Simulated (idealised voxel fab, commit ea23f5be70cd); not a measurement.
Proc. module: voxel transistor to metal
Square cell edge 5 nm, section width 165 nm, ID cut.
For the purposes of this document, a cross-section shall be understood as a grid of square cells, specified as bands listed in top-to-bottom order, each band consisting of one or more rows of cells.
What a band's entry tells you: where the top is and where the bottom is, as heights in nm, and after that what lies inside, material by material from left to right, each with its width in nm. Empty space is written as the word "blank", and a single material marked with the word "everywhere" occupies the band from edge to edge.
A quick word on heights: they are counted from 0, and under that level the wafer as it came to us is one material throughout. The lowest band is different from the rest in having no bottom; it simply continues downward, written as in "0 down".
Graded width ("30..40"): value in top row of band = first number; value in bottom row = second number; row-to-row change constant.
Where a step carries "stayed the same", the cross-section came out of it unchanged, cell for cell.
What "Voids, fully enclosed" gives you is every empty space of 8 cells or more that is cut off from the top. Each appears as width x height at distance, with the distance taken from the left edge and width, height and distance all in nm.
Whatever follows a step's settings on its line is a remark the simulator itself makes about that step.
On any step carrying a mask, the "overlay nm" setting, if present on the step's line, tells how far right of its planned place the mask lay; negative values point to the left.
[The following list gives the planned process steps]
1) RECEIVE with material Si
2) OXIDIZE with depth nm 5
3) CONFORMAL_DEP with material SiN, thk nm 10
4) MASKED_ETCH with tone cover, mask id ACTIVE, width nm 115, etch materials SiN, depth nm 10, overlay nm 0
5) MASKED_ETCH with tone cover, mask id ACTIVE, width nm 115, etch materials SiO2, depth nm 5, overlay nm 0
6) MASKED_ETCH with tone cover, mask id ACTIVE, width nm 115, etch materials Si, depth nm 35, overlay nm 0
7) OXIDIZE with depth nm 5
8) FILL_DEP with material SiO2, thk nm 15
9) CMP with height nm 10
10) SELECTIVE_ETCH with etch materials SiO2, depth nm 10
11) STRIP with etch materials SiN
12) SELECTIVE_ETCH with etch materials SiO2, depth nm 5
13) OXIDIZE with depth nm 5
14) DIRECTIONAL_DEP with material polySi, thk nm 25
15) DIRECTIONAL_DEP with material SiCN, thk nm 10
16) MASKED_ETCH with tone cover, mask id GATE, width nm 35, etch materials SiCN, depth nm 20, overlay nm 0
17) MASKED_ETCH with tone cover, mask id GATE, width nm 35, etch materials polySi, depth nm 35, overlay nm 0
18) CONFORMAL_DEP with material SiN, thk nm 10
19) DIRECTIONAL_ETCH with etch materials SiN, depth nm 10
20) DIRECTIONAL_ETCH with etch materials SiO2, depth nm 5
21) DIRECTIONAL_ETCH with etch materials Si, depth nm 5
22) EPI with material SiGe, thk nm 5
23) FILL_DEP with material SiO2, thk nm 10
24) CMP with height nm 20
25) STRIP with etch materials polySi
26) SELECTIVE_ETCH with etch materials SiO2, depth nm 5
27) CONFORMAL_DEP with material HfO2, thk nm 5
28) CONFORMAL_DEP with material TiN, thk nm 5
29) FILL_DEP with material W, thk nm 5
30) CMP with height nm 15
31) DIRECTIONAL_DEP with material SiO2, thk nm 10
32) DIRECTIONAL_DEP with material aC, thk nm 10
33) PATTERN with tone open, mask id CONTACT, material resist, width nm 20, pitch nm 85, thk nm 30, overlay nm 0
34) DIRECTIONAL_ETCH with etch materials aC, depth nm 10
35) STRIP with etch materials resist
36) DIRECTIONAL_ETCH with etch materials SiO2, depth nm 35
37) STRIP with etch materials aC
38) CONFORMAL_DEP with material TiN, thk nm 5
39) FILL_DEP with material W, thk nm 5
40) CMP with height nm 25
41) DIRECTIONAL_DEP with material TiN, thk nm 5
42) DIRECTIONAL_DEP with material W, thk nm 25
43) MASKED_ETCH with tone cover, mask id METAL_1, width nm 20, pitch nm 85, etch materials W, depth nm 25, overlay nm 0
44) MASKED_ETCH with tone cover, mask id METAL_1, width nm 15, pitch nm 85, etch materials TiN, depth nm 5, overlay nm 0
45) CONFORMAL_DEP with material SiN, thk nm 5
46) FILL_DEP with material lowk, thk nm 5
47) CMP with height nm 55
48) CONFORMAL_DEP with material SiCN, thk nm 5
Quick note for whoever runs this: the wafers start identical, but the width nm at step 44 isn't the same across them. The plan just shows what the first wafer had.
[Cross-section of the first of several received wafers, showing its state after step 1]
    0 down: Si everywhere
    Voids, fully enclosed: none
[Last step of the module is step 48; after it, the first of several wafers in cross-section]
    60 to 55: SiCN everywhere
    55 to 30: 25 of lowk / 5 of SiN / 20 of W / 5 of SiN / 55 of lowk / 5 of SiN / 20 of W / 5 of SiN / 25 of lowk
    30 to 25: 30 of SiN / 20 of TiN / 65 of SiN / 20 of TiN / 30 of SiN
    25 to 15: 30 of SiO2 / 5 of TiN / 10 of W / 5 of TiN / 65 of SiO2 / 5 of TiN / 10 of W / 5 of TiN / 30 of SiO2
    15 to 0: 30 of SiO2 / 5 of TiN / 10 of W / 5 of TiN / 5 of SiO2 / 10 of SiN / 5 of HfO2 / 5 of TiN / 15 of W / 5 of TiN / 5 of HfO2 / 10 of SiN / 5 of SiO2 / 5 of TiN / 10 of W / 5 of TiN / 30 of SiO2
    0 to -5: 30 of SiO2 / 5 of TiN / 10 of W / 5 of TiN / 5 of SiO2 / 10 of SiN / 5 of HfO2 / 25 of TiN / 5 of HfO2 / 10 of SiN / 5 of SiO2 / 5 of TiN / 10 of W / 5 of TiN / 30 of SiO2
    -5 to -10: 30 of SiO2 / 20 of TiN / 5 of SiGe / 5 of SiO2 / 45 of HfO2 / 5 of SiO2 / 5 of SiGe / 20 of TiN / 30 of SiO2
    -10 to -15: 30 of SiO2 / 25 of SiGe / 55 of Si / 25 of SiGe / 30 of SiO2
    -15 to -45: 30 of SiO2 / 105 of Si / 30 of SiO2
    -45 down: Si everywhere
    Voids, fully enclosed: none
[The last wafer as seen in cross-section at the end of the module]
    60 to 55: SiCN everywhere
    55 to 35: 25 of lowk / 5 of SiN / 20 of W / 5 of SiN / 55 of lowk / 5 of SiN / 20 of W / 5 of SiN / 25 of lowk
    35 to 30: 20 of lowk / 10 of SiN / 20 of W / 15 of SiN / 40 of lowk / 10 of SiN / 20 of W / 15 of SiN / 15 of lowk
    30 to 25: 25 of SiN / 35 of TiN / 50 of SiN / 35 of TiN / 20 of SiN
    25 to 15: 30 of SiO2 / 5 of TiN / 10 of W / 5 of TiN / 65 of SiO2 / 5 of TiN / 10 of W / 5 of TiN / 30 of SiO2
    15 to 0: 30 of SiO2 / 5 of TiN / 10 of W / 5 of TiN / 5 of SiO2 / 10 of SiN / 5 of HfO2 / 5 of TiN / 15 of W / 5 of TiN / 5 of HfO2 / 10 of SiN / 5 of SiO2 / 5 of TiN / 10 of W / 5 of TiN / 30 of SiO2
    0 to -5: 30 of SiO2 / 5 of TiN / 10 of W / 5 of TiN / 5 of SiO2 / 10 of SiN / 5 of HfO2 / 25 of TiN / 5 of HfO2 / 10 of SiN / 5 of SiO2 / 5 of TiN / 10 of W / 5 of TiN / 30 of SiO2
    -5 to -10: 30 of SiO2 / 20 of TiN / 5 of SiGe / 5 of SiO2 / 45 of HfO2 / 5 of SiO2 / 5 of SiGe / 20 of TiN / 30 of SiO2
    -10 to -15: 30 of SiO2 / 25 of SiGe / 55 of Si / 25 of SiGe / 30 of SiO2
    -15 to -45: 30 of SiO2 / 105 of Si / 30 of SiO2
    -45 down: Si everywhere
    Voids, fully enclosed: none
[each wafer at the end: cells of each material gained (+) or lost (-) since it was received, then its closed voids]
width nm 15, +17 HfO2, -160 Si, +33 SiCN, +12 SiGe, +61 SiN, +204 SiO2, +51 TiN, +73 W, +105 lowk, Voids, fully enclosed: none
width nm 20, +17 HfO2, -160 Si, +33 SiCN, +12 SiGe, +61 SiN, +204 SiO2, +51 TiN, +73 W, +105 lowk, Voids, fully enclosed: none
width nm 25, +17 HfO2, -160 Si, +33 SiCN, +12 SiGe, +61 SiN, +204 SiO2, +53 TiN, +73 W, +103 lowk, Voids, fully enclosed: none
width nm 30, +17 HfO2, -160 Si, +33 SiCN, +12 SiGe, +61 SiN, +204 SiO2, +55 TiN, +73 W, +101 lowk, Voids, fully enclosed: none
width nm 35, +17 HfO2, -160 Si, +33 SiCN, +12 SiGe, +61 SiN, +204 SiO2, +57 TiN, +73 W, +99 lowk, Voids, fully enclosed: none
